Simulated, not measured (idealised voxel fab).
process module | voxel transistor to metal
cross-section cut | 195 nm wide | cells 5 nm
A cross-section is a grid of square cells, given in bands from the top down. A band is one or more rows of cells.
Each band's line starts with the height of the band's top and of its bottom, in nm. Then come its materials from left to right, each with its width in nm. One material with "throughout" fills the band from edge to edge. "air" is empty space.
Height 0 is the level under which the wafer as received is all one material. The lowest band goes on downwards, as in "0 down".
A width such as "30 to 40" changes by the same amount from each row of cells to the next, from the band's top row to its bottom row.
"no change" after a step means that no cell of the cross-section changed.
closed voids: empty space of 8 cells or more with no open way to the top, each as width x height at its distance from the left edge, in nm
after a step's settings: what the simulator itself notes on the step
overlay nm, on a step with a mask: how far to the right of its planned place the mask lay; to the left if negative
plan
1 op RECEIVE | material Si
2 op OXIDIZE | depth nm 5
3 op CONFORMAL_DEP | material SiN | thk nm 15
4 op MASKED_ETCH | tone cover | mask id ACTIVE | width nm 105 | etch materials SiN | depth nm 15 | overlay nm 0
5 op MASKED_ETCH | tone cover | mask id ACTIVE | width nm 105 | etch materials SiO2 | depth nm 5 | overlay nm 0
6 op MASKED_ETCH | tone cover | mask id ACTIVE | width nm 105 | etch materials Si | depth nm 20 | overlay nm 0
7 op FILL_DEP | material SiO2 | thk nm 5
8 op CMP | height nm 15
9 op SELECTIVE_ETCH | etch materials SiO2 | depth nm 5
10 op STRIP | etch materials SiN
11 op SELECTIVE_ETCH | etch materials SiO2 | depth nm 5
12 op OXIDIZE | depth nm 5
13 op DIRECTIONAL_DEP | material polySi | thk nm 25
14 op DIRECTIONAL_DEP | material SiCN | thk nm 10
15 op DIRECTIONAL_DEP | material aC | thk nm 15
16 op PATTERN | tone cover | mask id GATE | material resist | width nm 35 | thk nm 30 | overlay nm 0
17 op DIRECTIONAL_ETCH | etch materials aC | depth nm 15
18 op STRIP | etch materials resist
19 op DIRECTIONAL_ETCH | etch materials SiCN | depth nm 20
20 op DIRECTIONAL_ETCH | etch materials polySi | depth nm 35
21 op STRIP | etch materials aC
22 op CONFORMAL_DEP | material SiN | thk nm 5
23 op DIRECTIONAL_ETCH | etch materials SiN | depth nm 5
24 op DIRECTIONAL_ETCH | etch materials SiO2 | depth nm 5
25 op DIRECTIONAL_ETCH | etch materials Si | depth nm 5
26 op EPI | material pSi | thk nm 5
27 op FILL_DEP | material SiO2 | thk nm 5
28 op CMP | height nm 20
29 op STRIP | etch materials polySi
30 op SELECTIVE_ETCH | etch materials SiO2 | depth nm 5
31 op CONFORMAL_DEP | material HfO2 | thk nm 5
32 op CONFORMAL_DEP | material TiN | thk nm 5
33 op FILL_DEP | material W | thk nm 5
34 op CMP | height nm 15
35 op DIRECTIONAL_DEP | material SiO2 | thk nm 10
36 op PATTERN | tone open | mask id CONTACT | material resist | width nm 15 | pitch nm 80 | thk nm 20 | overlay nm 0
37 op DIRECTIONAL_ETCH | etch materials SiO2 | depth nm 35
38 op STRIP | etch materials resist
39 op CONFORMAL_DEP | material TiN | thk nm 5
40 op FILL_DEP | material Ru | thk nm 10
41 op CMP | height nm 25
42 op DIRECTIONAL_DEP | material TiN | thk nm 5
43 op DIRECTIONAL_DEP | material Ru | thk nm 25
44 op MASKED_ETCH | tone cover | mask id METAL_1 | width nm 15 | pitch nm 80 | etch materials Ru | depth nm 25 | overlay nm 0
45 op MASKED_ETCH | tone cover | mask id METAL_1 | width nm 15 | pitch nm 80 | etch materials TiN | depth nm 5 | overlay nm 0
46 op FILL_DEP | material SiO2 | thk nm 5
47 op CMP | height nm 55
48 op CONFORMAL_DEP | material SiN | thk nm 5
first wafer, as planned
as received, after step 1
  0 down: Si throughout
  closed voids: none
after step 2
  0 to -5: SiO2 throughout
  below -5: unchanged
after step 3
  15 to 0: SiN throughout
  below 0: unchanged
after step 4
  15 to 0: air 45 | SiN 105 | air 45
  below 0: unchanged
after step 5
  15 to 0: air 45 | SiN 105 | air 45
  0 to -5: air 45 | SiO2 105 | air 45
  below -5: unchanged
after step 6
  15 to 0: air 45 | SiN 105 | air 45
  0 to -5: air 45 | SiO2 105 | air 45
  -5 to -25: air 45 | Si 105 | air 45
  below -25: unchanged
after step 7
  20 to 15: SiO2 throughout
  15 to 0: SiO2 45 | SiN 105 | SiO2 45
  0 to -5: SiO2 throughout
  -5 to -25: SiO2 45 | Si 105 | SiO2 45
  below -25: unchanged
after step 8
  15 to 0: SiO2 45 | SiN 105 | SiO2 45
  below 0: unchanged
after step 9
  15 to 10: air 45 | SiN 105 | air 45
  below 10: unchanged
after step 10
  10 to 0: SiO2 45 | air 105 | SiO2 45
  below 0: unchanged
after step 11
  5 to -5: SiO2 40 | air 115 | SiO2 40
  below -5: unchanged
after step 12
  5 to -5: SiO2 40 | air 115 | SiO2 40
  -5 to -10: SiO2 throughout
  below -10: unchanged
after step 13
  30 to 20: polySi 40 | air 115 | polySi 40
  20 to 5: polySi throughout
  5 to -5: SiO2 40 | polySi 115 | SiO2 40
  below -5: unchanged
after step 14
  40 to 30: SiCN 40 | air 115 | SiCN 40
  30 to 20: polySi 40 | SiCN 115 | polySi 40
  below 20: unchanged
after step 15
  55 to 45: aC 40 | air 115 | aC 40
  45 to 40: aC throughout
  40 to 30: SiCN 40 | aC 115 | SiCN 40
  below 30: unchanged
after step 16
  85 to 55: air 80 | resist 35 | air 80
  55 to 45: aC 40 | air 40 | resist 35 | air 40 | aC 40
  below 45: unchanged
after step 17
  70 to 45: air 80 | resist 35 | air 80
  45 to 40: air 80 | aC 35 | air 80
  40 to 30: SiCN 40 | air 40 | aC 35 | air 40 | SiCN 40
  below 30: unchanged
after step 18
  45 to 40: air 80 | aC 35 | air 80
  below 40: unchanged
after step 19
  45 to 30: air 80 | aC 35 | air 80
  30 to 20: polySi 40 | air 40 | SiCN 35 | air 40 | polySi 40
  below 20: unchanged
after step 20
  45 to 30: air 80 | aC 35 | air 80
  30 to 20: air 80 | SiCN 35 | air 80
  20 to 5: air 80 | polySi 35 | air 80
  5 to -5: SiO2 40 | air 40 | polySi 35 | air 40 | SiO2 40
  below -5: unchanged
after step 21
  30 to 20: air 80 | SiCN 35 | air 80
  below 20: unchanged
after step 22
  35 to 30: air 75 | SiN 45 | air 75
  30 to 20: air 75 | SiN 5 | SiCN 35 | SiN 5 | air 75
  20 to 10: air 75 | SiN 5 | polySi 35 | SiN 5 | air 75
  10 to 5: SiN 45 | air 30 | SiN 5 | polySi 35 | SiN 5 | air 30 | SiN 45
  5 to 0: SiO2 40 | SiN 5 | air 30 | SiN 5 | polySi 35 | SiN 5 | air 30 | SiN 5 | SiO2 40
  0 to -5: SiO2 40 | SiN 40 | polySi 35 | SiN 40 | SiO2 40
  below -5: unchanged
after step 23
  30 to 20: air 75 | SiN 5 | SiCN 35 | SiN 5 | air 75
  20 to 5: air 75 | SiN 5 | polySi 35 | SiN 5 | air 75
  5 to -5: SiO2 40 | SiN 5 | air 30 | SiN 5 | polySi 35 | SiN 5 | air 30 | SiN 5 | SiO2 40
  below -5: unchanged
after step 24
  30 to 20: air 75 | SiN 5 | SiCN 35 | SiN 5 | air 75
  20 to 5: air 75 | SiN 5 | polySi 35 | SiN 5 | air 75
  5 to 0: air 40 | SiN 5 | air 30 | SiN 5 | polySi 35 | SiN 5 | air 30 | SiN 5 | air 40
  0 to -5: SiO2 40 | SiN 5 | air 30 | SiN 5 | polySi 35 | SiN 5 | air 30 | SiN 5 | SiO2 40
  -5 to -10: SiO2 45 | air 30 | SiO2 45 | air 30 | SiO2 45
  below -10: unchanged
after step 25
  30 to 20: air 75 | SiN 5 | SiCN 35 | SiN 5 | air 75
  20 to 5: air 75 | SiN 5 | polySi 35 | SiN 5 | air 75
  5 to 0: air 40 | SiN 5 | air 30 | SiN 5 | polySi 35 | SiN 5 | air 30 | SiN 5 | air 40
  0 to -5: SiO2 40 | SiN 5 | air 30 | SiN 5 | polySi 35 | SiN 5 | air 30 | SiN 5 | SiO2 40
  -5 to -10: SiO2 45 | air 30 | SiO2 45 | air 30 | SiO2 45
  -10 to -15: SiO2 45 | air 30 | Si 45 | air 30 | SiO2 45
  below -15: unchanged
after step 26
  30 to 20: air 75 | SiN 5 | SiCN 35 | SiN 5 | air 75
  20 to 5: air 75 | SiN 5 | polySi 35 | SiN 5 | air 75
  5 to 0: air 40 | SiN 5 | air 30 | SiN 5 | polySi 35 | SiN 5 | air 30 | SiN 5 | air 40
  0 to -5: SiO2 40 | SiN 5 | air 30 | SiN 5 | polySi 35 | SiN 5 | air 30 | SiN 5 | SiO2 40
  -5 to -10: SiO2 45 | air 25 | pSi 5 | SiO2 45 | pSi 5 | air 25 | SiO2 45
  -10 to -15: SiO2 45 | pSi 30 | Si 45 | pSi 30 | SiO2 45
  below -15: unchanged
after step 27
  35 to 30: SiO2 throughout
  30 to 20: SiO2 75 | SiN 5 | SiCN 35 | SiN 5 | SiO2 75
  20 to 5: SiO2 75 | SiN 5 | polySi 35 | SiN 5 | SiO2 75
  5 to -5: SiO2 40 | SiN 5 | SiO2 30 | SiN 5 | polySi 35 | SiN 5 | SiO2 30 | SiN 5 | SiO2 40
  -5 to -10: SiO2 70 | pSi 5 | SiO2 45 | pSi 5 | SiO2 70
  below -10: unchanged
after step 28
  20 to 5: SiO2 75 | SiN 5 | polySi 35 | SiN 5 | SiO2 75
  below 5: unchanged
after step 29
  20 to 5: SiO2 75 | SiN 5 | air 35 | SiN 5 | SiO2 75
  5 to -5: SiO2 40 | SiN 5 | SiO2 30 | SiN 5 | air 35 | SiN 5 | SiO2 30 | SiN 5 | SiO2 40
  below -5: unchanged
after step 30
  20 to 15: air 75 | SiN 5 | air 35 | SiN 5 | air 75
  15 to 5: SiO2 75 | SiN 5 | air 35 | SiN 5 | SiO2 75
  5 to -5: SiO2 40 | SiN 5 | SiO2 30 | SiN 5 | air 35 | SiN 5 | SiO2 30 | SiN 5 | SiO2 40
  -5 to -10: SiO2 70 | pSi 5 | air 45 | pSi 5 | SiO2 70
  below -10: unchanged
after step 31
  25 to 20: air 70 | HfO2 15 | air 25 | HfO2 15 | air 70
  20 to 15: HfO2 75 | SiN 5 | HfO2 5 | air 25 | HfO2 5 | SiN 5 | HfO2 75
  15 to 5: SiO2 75 | SiN 5 | HfO2 5 | air 25 | HfO2 5 | SiN 5 | SiO2 75
  5 to -5: SiO2 40 | SiN 5 | SiO2 30 | SiN 5 | HfO2 5 | air 25 | HfO2 5 | SiN 5 | SiO2 30 | SiN 5 | SiO2 40
  -5 to -10: SiO2 70 | pSi 5 | HfO2 45 | pSi 5 | SiO2 70
  below -10: unchanged
after step 32
  30 to 25: air 65 | TiN 25 | air 15 | TiN 25 | air 65
  25 to 20: TiN 70 | HfO2 15 | TiN 5 | air 15 | TiN 5 | HfO2 15 | TiN 70
  20 to 15: HfO2 75 | SiN 5 | HfO2 5 | TiN 5 | air 15 | TiN 5 | HfO2 5 | SiN 5 | HfO2 75
  15 to 5: SiO2 75 | SiN 5 | HfO2 5 | TiN 5 | air 15 | TiN 5 | HfO2 5 | SiN 5 | SiO2 75
  5 to 0: SiO2 40 | SiN 5 | SiO2 30 | SiN 5 | HfO2 5 | TiN 5 | air 15 | TiN 5 | HfO2 5 | SiN 5 | SiO2 30 | SiN 5 | SiO2 40
  0 to -5: SiO2 40 | SiN 5 | SiO2 30 | SiN 5 | HfO2 5 | TiN 25 | HfO2 5 | SiN 5 | SiO2 30 | SiN 5 | SiO2 40
  below -5: unchanged
after step 33
  35 to 30: W throughout
  30 to 25: W 65 | TiN 25 | W 15 | TiN 25 | W 65
  25 to 20: TiN 70 | HfO2 15 | TiN 5 | W 15 | TiN 5 | HfO2 15 | TiN 70
  20 to 15: HfO2 75 | SiN 5 | HfO2 5 | TiN 5 | W 15 | TiN 5 | HfO2 5 | SiN 5 | HfO2 75
  15 to 5: SiO2 75 | SiN 5 | HfO2 5 | TiN 5 | W 15 | TiN 5 | HfO2 5 | SiN 5 | SiO2 75
  5 to 0: SiO2 40 | SiN 5 | SiO2 30 | SiN 5 | HfO2 5 | TiN 5 | W 15 | TiN 5 | HfO2 5 | SiN 5 | SiO2 30 | SiN 5 | SiO2 40
  below 0: unchanged
after step 34
  15 to 5: SiO2 75 | SiN 5 | HfO2 5 | TiN 5 | W 15 | TiN 5 | HfO2 5 | SiN 5 | SiO2 75
  below 5: unchanged
after step 35
  25 to 15: SiO2 throughout
  below 15: unchanged
after step 36
  45 to 25: resist 50 | air 15 | resist 65 | air 15 | resist 50
  below 25: unchanged
after step 37
  45 to 25: resist 50 | air 15 | resist 65 | air 15 | resist 50
  25 to 15: SiO2 50 | air 15 | SiO2 65 | air 15 | SiO2 50
  15 to 5: SiO2 50 | air 15 | SiO2 10 | SiN 5 | HfO2 5 | TiN 5 | W 15 | TiN 5 | HfO2 5 | SiN 5 | SiO2 10 | air 15 | SiO2 50
  5 to 0: SiO2 40 | SiN 5 | SiO2 5 | air 15 | SiO2 10 | SiN 5 | HfO2 5 | TiN 5 | W 15 | TiN 5 | HfO2 5 | SiN 5 | SiO2 10 | air 15 | SiO2 5 | SiN 5 | SiO2 40
  0 to -5: SiO2 40 | SiN 5 | SiO2 5 | air 15 | SiO2 10 | SiN 5 | HfO2 5 | TiN 25 | HfO2 5 | SiN 5 | SiO2 10 | air 15 | SiO2 5 | SiN 5 | SiO2 40
  -5 to -10: SiO2 50 | air 15 | SiO2 5 | pSi 5 | HfO2 45 | pSi 5 | SiO2 5 | air 15 | SiO2 50
  below -10: unchanged
after step 38
  25 to 15: SiO2 50 | air 15 | SiO2 65 | air 15 | SiO2 50
  below 15: unchanged
after step 39
  30 to 25: TiN 55 | air 5 | TiN 75 | air 5 | TiN 55
  25 to 15: SiO2 50 | TiN 5 | air 5 | TiN 5 | SiO2 65 | TiN 5 | air 5 | TiN 5 | SiO2 50
  15 to 5: SiO2 50 | TiN 5 | air 5 | TiN 5 | SiO2 10 | SiN 5 | HfO2 5 | TiN 5 | W 15 | TiN 5 | HfO2 5 | SiN 5 | SiO2 10 | TiN 5 | air 5 | TiN 5 | SiO2 50
  5 to 0: SiO2 40 | SiN 5 | SiO2 5 | TiN 5 | air 5 | TiN 5 | SiO2 10 | SiN 5 | HfO2 5 | TiN 5 | W 15 | TiN 5 | HfO2 5 | SiN 5 | SiO2 10 | TiN 5 | air 5 | TiN 5 | SiO2 5 | SiN 5 | SiO2 40
  0 to -5: SiO2 40 | SiN 5 | SiO2 5 | TiN 5 | air 5 | TiN 5 | SiO2 10 | SiN 5 | HfO2 5 | TiN 25 | HfO2 5 | SiN 5 | SiO2 10 | TiN 5 | air 5 | TiN 5 | SiO2 5 | SiN 5 | SiO2 40
  -5 to -10: SiO2 50 | TiN 15 | SiO2 5 | pSi 5 | HfO2 45 | pSi 5 | SiO2 5 | TiN 15 | SiO2 50
  below -10: unchanged
after step 40
  40 to 30: Ru throughout
  30 to 25: TiN 55 | Ru 5 | TiN 75 | Ru 5 | TiN 55
  25 to 15: SiO2 50 | TiN 5 | Ru 5 | TiN 5 | SiO2 65 | TiN 5 | Ru 5 | TiN 5 | SiO2 50
  15 to 5: SiO2 50 | TiN 5 | Ru 5 | TiN 5 | SiO2 10 | SiN 5 | HfO2 5 | TiN 5 | W 15 | TiN 5 | HfO2 5 | SiN 5 | SiO2 10 | TiN 5 | Ru 5 | TiN 5 | SiO2 50
  5 to 0: SiO2 40 | SiN 5 | SiO2 5 | TiN 5 | Ru 5 | TiN 5 | SiO2 10 | SiN 5 | HfO2 5 | TiN 5 | W 15 | TiN 5 | HfO2 5 | SiN 5 | SiO2 10 | TiN 5 | Ru 5 | TiN 5 | SiO2 5 | SiN 5 | SiO2 40
  0 to -5: SiO2 40 | SiN 5 | SiO2 5 | TiN 5 | Ru 5 | TiN 5 | SiO2 10 | SiN 5 | HfO2 5 | TiN 25 | HfO2 5 | SiN 5 | SiO2 10 | TiN 5 | Ru 5 | TiN 5 | SiO2 5 | SiN 5 | SiO2 40
  below -5: unchanged
after step 41
  25 to 15: SiO2 50 | TiN 5 | Ru 5 | TiN 5 | SiO2 65 | TiN 5 | Ru 5 | TiN 5 | SiO2 50
  below 15: unchanged
after step 42
  30 to 25: TiN throughout
  below 25: unchanged
after step 43
  55 to 30: Ru throughout
  below 30: unchanged
after step 44
  55 to 30: air 50 | Ru 15 | air 65 | Ru 15 | air 50
  below 30: unchanged
after step 45
  55 to 30: air 50 | Ru 15 | air 65 | Ru 15 | air 50
  30 to 25: air 50 | TiN 15 | air 65 | TiN 15 | air 50
  below 25: unchanged
after step 46
  60 to 55: SiO2 throughout
  55 to 30: SiO2 50 | Ru 15 | SiO2 65 | Ru 15 | SiO2 50
  30 to 25: SiO2 50 | TiN 15 | SiO2 65 | TiN 15 | SiO2 50
  below 25: unchanged
after step 47
  55 to 30: SiO2 50 | Ru 15 | SiO2 65 | Ru 15 | SiO2 50
  below 30: unchanged
after step 48
  60 to 55: SiN throughout
  below 55: unchanged
second wafer: like start, like plan, one mistake. Through step 40 it matches the first wafer
when step 41 should have ended: no change
when step 42 should have ended
  45 to 40: TiN throughout
  below 40: unchanged
when step 43 should have ended
  70 to 45: Ru throughout
  below 45: unchanged
when step 44 should have ended
  70 to 45: air 50 | Ru 15 | air 65 | Ru 15 | air 50
  below 45: unchanged
when step 45 should have ended
  70 to 45: air 50 | Ru 15 | air 65 | Ru 15 | air 50
  45 to 40: air 50 | TiN 15 | air 65 | TiN 15 | air 50
  below 40: unchanged
when step 46 should have ended
  75 to 70: SiO2 throughout
  70 to 45: SiO2 50 | Ru 15 | SiO2 65 | Ru 15 | SiO2 50
  45 to 40: SiO2 50 | TiN 15 | SiO2 65 | TiN 15 | SiO2 50
  below 40: unchanged
when step 47 should have ended
  55 to 45: SiO2 50 | Ru 15 | SiO2 65 | Ru 15 | SiO2 50
  below 45: unchanged
when step 48 should have ended
  60 to 55: SiN throughout
  below 55: unchanged
what went wrong: step 41 was left out
at the end the second wafer has, in cells: 62 more of Ru | 99 fewer of SiO2 | 37 more of TiN
